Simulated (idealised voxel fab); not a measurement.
process module | voxel gate over fins
cross-section cut | 235 nm wide | cells 5 nm
A cross-section is a grid of square cells, given in bands from the top down. A band is one or more rows of cells.
Each band's line starts with the height of the band's top and of its bottom, in nm. Then come its materials from left to right, each with its width in nm. One material with "throughout" fills the band from edge to edge. "air" is empty space.
Height 0 is the level under which the wafer as received is all one material. The lowest band goes on downwards, as in "0 down".
A width such as "30 to 40" changes by the same amount from each row of cells to the next, from the band's top row to its bottom row.
"no change" after a step means that no cell of the cross-section changed.
closed voids: empty space of 8 cells or more with no open way to the top, each as width x height at its distance from the left edge, in nm
after a step's settings: what the simulator itself notes on the step
overlay nm, on a step with a mask: how far to the right of its planned place the mask lay; to the left if negative
plan
1 op RECEIVE | material Si
2 op CONFORMAL_DEP | material SiN | thk nm 10
3 op PATTERN | tone cover | mask id FINS | material resist | width nm 15 | pitch nm 55 | thk nm 15 | overlay nm 0
4 op DIRECTIONAL_ETCH | etch materials SiN | depth nm 10
5 op DIRECTIONAL_ETCH | etch materials Si | depth nm 40
6 op STRIP | etch materials resist
7 op OXIDIZE | depth nm 5
8 op FILL_DEP | material SiO2 | thk nm 5
9 op CMP | height nm 10
10 op DIRECTIONAL_DEP | material aC | thk nm 15
11 op PATTERN | tone open | mask id RAIL | material resist | width nm 15 | thk nm 30 | overlay nm 0
12 op DIRECTIONAL_ETCH | etch materials aC | depth nm 15
13 op STRIP | etch materials resist
14 op DIRECTIONAL_ETCH | etch materials SiO2 | depth nm 45
15 op STRIP | etch materials aC
16 op CONFORMAL_DEP | material TiN | thk nm 5
17 op FILL_DEP | material Ru | thk nm 10
18 op CMP | height nm 10
19 op SELECTIVE_ETCH | etch materials W Ru TiN | depth nm 30
20 op FILL_DEP | material SiO2 | thk nm 5
21 op CMP | height nm 10
22 op SELECTIVE_ETCH | etch materials SiO2 | depth nm 25
23 op STRIP | etch materials SiN
24 op CONFORMAL_DEP | material HfO2 | thk nm 5
25 op CONFORMAL_DEP | material TiN | thk nm 5
26 op FILL_DEP | material W | thk nm 10
27 op CMP | height nm 15
28 op CONFORMAL_DEP | material SiN | thk nm 10
first wafer, as planned
as received, after step 1
  0 down: Si throughout
  closed voids: none
after step 2
  10 to 0: SiN throughout
  below 0: unchanged
after step 3
  25 to 10: air 55 | resist 15 | air 40 | resist 15 | air 40 | resist 15 | air 55
  below 10: unchanged
after step 4
  25 to 10: air 55 | resist 15 | air 40 | resist 15 | air 40 | resist 15 | air 55
  10 to 0: air 55 | SiN 15 | air 40 | SiN 15 | air 40 | SiN 15 | air 55
  below 0: unchanged
after step 5
  25 to 10: air 55 | resist 15 | air 40 | resist 15 | air 40 | resist 15 | air 55
  10 to 0: air 55 | SiN 15 | air 40 | SiN 15 | air 40 | SiN 15 | air 55
  0 to -40: air 55 | Si 15 | air 40 | Si 15 | air 40 | Si 15 | air 55
  below -40: unchanged
after step 6
  10 to 0: air 55 | SiN 15 | air 40 | SiN 15 | air 40 | SiN 15 | air 55
  below 0: unchanged
after step 7
  10 to 0: air 55 | SiN 15 | air 40 | SiN 15 | air 40 | SiN 15 | air 55
  0 to -40: air 55 | SiO2 5 | Si 5 | SiO2 5 | air 40 | SiO2 5 | Si 5 | SiO2 5 | air 40 | SiO2 5 | Si 5 | SiO2 5 | air 55
  -40 to -45: SiO2 60 | Si 5 | SiO2 50 | Si 5 | SiO2 50 | Si 5 | SiO2 60
  below -45: unchanged
after step 8
  15 to 10: SiO2 throughout
  10 to 0: SiO2 55 | SiN 15 | SiO2 40 | SiN 15 | SiO2 40 | SiN 15 | SiO2 55
  0 to -45: SiO2 60 | Si 5 | SiO2 50 | Si 5 | SiO2 50 | Si 5 | SiO2 60
  below -45: unchanged
after step 9
  10 to 0: SiO2 55 | SiN 15 | SiO2 40 | SiN 15 | SiO2 40 | SiN 15 | SiO2 55
  below 0: unchanged
after step 10
  25 to 10: aC throughout
  below 10: unchanged
after step 11
  55 to 25: resist 80 | air 15 | resist 140
  below 25: unchanged
after step 12
  40 to 25: resist 80 | air 15 | resist 140
  25 to 10: aC 80 | air 15 | aC 140
  below 10: unchanged
after step 13
  25 to 10: aC 80 | air 15 | aC 140
  below 10: unchanged
after step 14
  25 to 10: aC 80 | air 15 | aC 140
  10 to 0: SiO2 55 | SiN 15 | SiO2 10 | air 15 | SiO2 15 | SiN 15 | SiO2 40 | SiN 15 | SiO2 55
  0 to -35: SiO2 60 | Si 5 | SiO2 15 | air 15 | SiO2 20 | Si 5 | SiO2 50 | Si 5 | SiO2 60
  below -35: unchanged
after step 15
  10 to 0: SiO2 55 | SiN 15 | SiO2 10 | air 15 | SiO2 15 | SiN 15 | SiO2 40 | SiN 15 | SiO2 55
  below 0: unchanged
after step 16
  15 to 10: TiN 85 | air 5 | TiN 145
  10 to 0: SiO2 55 | SiN 15 | SiO2 10 | TiN 5 | air 5 | TiN 5 | SiO2 15 | SiN 15 | SiO2 40 | SiN 15 | SiO2 55
  0 to -30: SiO2 60 | Si 5 | SiO2 15 | TiN 5 | air 5 | TiN 5 | SiO2 20 | Si 5 | SiO2 50 | Si 5 | SiO2 60
  -30 to -35: SiO2 60 | Si 5 | SiO2 15 | TiN 15 | SiO2 20 | Si 5 | SiO2 50 | Si 5 | SiO2 60
  below -35: unchanged
after step 17
  25 to 15: Ru throughout
  15 to 10: TiN 85 | Ru 5 | TiN 145
  10 to 0: SiO2 55 | SiN 15 | SiO2 10 | TiN 5 | Ru 5 | TiN 5 | SiO2 15 | SiN 15 | SiO2 40 | SiN 15 | SiO2 55
  0 to -30: SiO2 60 | Si 5 | SiO2 15 | TiN 5 | Ru 5 | TiN 5 | SiO2 20 | Si 5 | SiO2 50 | Si 5 | SiO2 60
  below -30: unchanged
after step 18
  10 to 0: SiO2 55 | SiN 15 | SiO2 10 | TiN 5 | Ru 5 | TiN 5 | SiO2 15 | SiN 15 | SiO2 40 | SiN 15 | SiO2 55
  below 0: unchanged
after step 19
  10 to 0: SiO2 55 | SiN 15 | SiO2 10 | air 15 | SiO2 15 | SiN 15 | SiO2 40 | SiN 15 | SiO2 55
  0 to -20: SiO2 60 | Si 5 | SiO2 15 | air 15 | SiO2 20 | Si 5 | SiO2 50 | Si 5 | SiO2 60
  below -20: unchanged
after step 20
  15 to 10: SiO2 throughout
  10 to 0: SiO2 55 | SiN 15 | SiO2 40 | SiN 15 | SiO2 40 | SiN 15 | SiO2 55
  0 to -20: SiO2 60 | Si 5 | SiO2 50 | Si 5 | SiO2 50 | Si 5 | SiO2 60
  below -20: unchanged
after step 21
  10 to 0: SiO2 55 | SiN 15 | SiO2 40 | SiN 15 | SiO2 40 | SiN 15 | SiO2 55
  below 0: unchanged
after step 22
  10 to 0: air 55 | SiN 15 | air 40 | SiN 15 | air 40 | SiN 15 | air 55
  0 to -15: air 60 | Si 5 | air 50 | Si 5 | air 50 | Si 5 | air 60
  below -15: unchanged
after step 23
  0 to -15: air 60 | Si 5 | air 50 | Si 5 | air 50 | Si 5 | air 60
  below -15: unchanged
after step 24
  5 to 0: air 55 | HfO2 15 | air 40 | HfO2 15 | air 40 | HfO2 15 | air 55
  0 to -10: air 55 | HfO2 5 | Si 5 | HfO2 5 | air 40 | HfO2 5 | Si 5 | HfO2 5 | air 40 | HfO2 5 | Si 5 | HfO2 5 | air 55
  -10 to -15: HfO2 60 | Si 5 | HfO2 50 | Si 5 | HfO2 50 | Si 5 | HfO2 60
  below -15: unchanged
after step 25
  10 to 5: air 50 | TiN 25 | air 30 | TiN 25 | air 30 | TiN 25 | air 50
  5 to 0: air 50 | TiN 5 | HfO2 15 | TiN 5 | air 30 | TiN 5 | HfO2 15 | TiN 5 | air 30 | TiN 5 | HfO2 15 | TiN 5 | air 50
  0 to -5: air 50 | TiN 5 | HfO2 5 | Si 5 | HfO2 5 | TiN 5 | air 30 | TiN 5 | HfO2 5 | Si 5 | HfO2 5 | TiN 5 | air 30 | TiN 5 | HfO2 5 | Si 5 | HfO2 5 | TiN 5 | air 50
  -5 to -10: TiN 55 | HfO2 5 | Si 5 | HfO2 5 | TiN 40 | HfO2 5 | Si 5 | HfO2 5 | TiN 40 | HfO2 5 | Si 5 | HfO2 5 | TiN 55
  below -10: unchanged
after step 26
  20 to 10: W throughout
  10 to 5: W 50 | TiN 25 | W 30 | TiN 25 | W 30 | TiN 25 | W 50
  5 to 0: W 50 | TiN 5 | HfO2 15 | TiN 5 | W 30 | TiN 5 | HfO2 15 | TiN 5 | W 30 | TiN 5 | HfO2 15 | TiN 5 | W 50
  0 to -5: W 50 | TiN 5 | HfO2 5 | Si 5 | HfO2 5 | TiN 5 | W 30 | TiN 5 | HfO2 5 | Si 5 | HfO2 5 | TiN 5 | W 30 | TiN 5 | HfO2 5 | Si 5 | HfO2 5 | TiN 5 | W 50
  below -5: unchanged
after step 27
  15 to 10: W throughout
  below 10: unchanged
after step 28
  25 to 15: SiN throughout
  below 15: unchanged
second wafer: like start, like plan, one mistake. Through step 21 it matches the first wafer
when step 22 should have ended
  10 to 0: SiO2 55 | air 15 | SiO2 40 | air 15 | SiO2 40 | air 15 | SiO2 55
  below 0: unchanged
when step 23 should have ended
  0 to -15: air 60 | Si 5 | air 50 | Si 5 | air 50 | Si 5 | air 60
  -15 to -20: SiO2 30 | air 30 | Si 5 | air 50 | Si 5 | air 50 | Si 5 | air 30 | SiO2 30
  -20 to -25: SiO2 30 | air 30 | Si 5 | air 15 | TiN 5 | Ru 5 | TiN 5 | air 20 | Si 5 | air 50 | Si 5 | air 30 | SiO2 30
  below -25: unchanged
when step 24 should have ended
  5 to 0: air 55 | HfO2 15 | air 40 | HfO2 15 | air 40 | HfO2 15 | air 55
  0 to -10: air 55 | HfO2 5 | Si 5 | HfO2 5 | air 40 | HfO2 5 | Si 5 | HfO2 5 | air 40 | HfO2 5 | Si 5 | HfO2 5 | air 55
  -10 to -15: HfO2 35 | air 20 | HfO2 5 | Si 5 | HfO2 5 | air 40 | HfO2 5 | Si 5 | HfO2 5 | air 40 | HfO2 5 | Si 5 | HfO2 5 | air 20 | HfO2 35
  -15 to -20: SiO2 30 | HfO2 5 | air 20 | HfO2 5 | Si 5 | HfO2 5 | air 5 | HfO2 25 | air 10 | HfO2 5 | Si 5 | HfO2 5 | air 40 | HfO2 5 | Si 5 | HfO2 5 | air 20 | HfO2 5 | SiO2 30
  -20 to -25: SiO2 30 | HfO2 30 | Si 5 | HfO2 15 | TiN 5 | Ru 5 | TiN 5 | HfO2 20 | Si 5 | HfO2 50 | Si 5 | HfO2 30 | SiO2 30
  below -25: unchanged
when step 25 should have ended
  10 to 5: air 50 | TiN 25 | air 30 | TiN 25 | air 30 | TiN 25 | air 50
  5 to 0: air 50 | TiN 5 | HfO2 15 | TiN 5 | air 30 | TiN 5 | HfO2 15 | TiN 5 | air 30 | TiN 5 | HfO2 15 | TiN 5 | air 50
  0 to -5: air 50 | TiN 5 | HfO2 5 | Si 5 | HfO2 5 | TiN 5 | air 30 | TiN 5 | HfO2 5 | Si 5 | HfO2 5 | TiN 5 | air 30 | TiN 5 | HfO2 5 | Si 5 | HfO2 5 | TiN 5 | air 50
  -5 to -10: TiN 40 | air 10 | TiN 5 | HfO2 5 | Si 5 | HfO2 5 | TiN 5 | air 30 | TiN 5 | HfO2 5 | Si 5 | HfO2 5 | TiN 5 | air 30 | TiN 5 | HfO2 5 | Si 5 | HfO2 5 | TiN 5 | air 10 | TiN 40
  -10 to -15: HfO2 35 | TiN 5 | air 10 | TiN 5 | HfO2 5 | Si 5 | HfO2 5 | TiN 40 | HfO2 5 | Si 5 | HfO2 5 | TiN 5 | air 30 | TiN 5 | HfO2 5 | Si 5 | HfO2 5 | TiN 5 | air 10 | TiN 5 | HfO2 35
  -15 to -20: SiO2 30 | HfO2 5 | TiN 20 | HfO2 5 | Si 5 | HfO2 5 | TiN 5 | HfO2 25 | TiN 10 | HfO2 5 | Si 5 | HfO2 5 | TiN 40 | HfO2 5 | Si 5 | HfO2 5 | TiN 20 | HfO2 5 | SiO2 30
  below -20: unchanged
when step 26 should have ended
  20 to 10: W throughout
  10 to 5: W 50 | TiN 25 | W 30 | TiN 25 | W 30 | TiN 25 | W 50
  5 to 0: W 50 | TiN 5 | HfO2 15 | TiN 5 | W 30 | TiN 5 | HfO2 15 | TiN 5 | W 30 | TiN 5 | HfO2 15 | TiN 5 | W 50
  0 to -5: W 50 | TiN 5 | HfO2 5 | Si 5 | HfO2 5 | TiN 5 | W 30 | TiN 5 | HfO2 5 | Si 5 | HfO2 5 | TiN 5 | W 30 | TiN 5 | HfO2 5 | Si 5 | HfO2 5 | TiN 5 | W 50
  -5 to -10: TiN 40 | W 10 | TiN 5 | HfO2 5 | Si 5 | HfO2 5 | TiN 5 | W 30 | TiN 5 | HfO2 5 | Si 5 | HfO2 5 | TiN 5 | W 30 | TiN 5 | HfO2 5 | Si 5 | HfO2 5 | TiN 5 | W 10 | TiN 40
  -10 to -15: HfO2 35 | TiN 5 | W 10 | TiN 5 | HfO2 5 | Si 5 | HfO2 5 | TiN 40 | HfO2 5 | Si 5 | HfO2 5 | TiN 5 | W 30 | TiN 5 | HfO2 5 | Si 5 | HfO2 5 | TiN 5 | W 10 | TiN 5 | HfO2 35
  below -15: unchanged
when step 27 should have ended
  15 to 10: W throughout
  below 10: unchanged
when step 28 should have ended
  25 to 15: SiN throughout
  below 15: unchanged
what went wrong: steps 22 and 23 were swapped
at the end the second wafer has, in cells: 18 more of HfO2 | 61 fewer of SiO2 | 17 more of TiN | 26 more of W
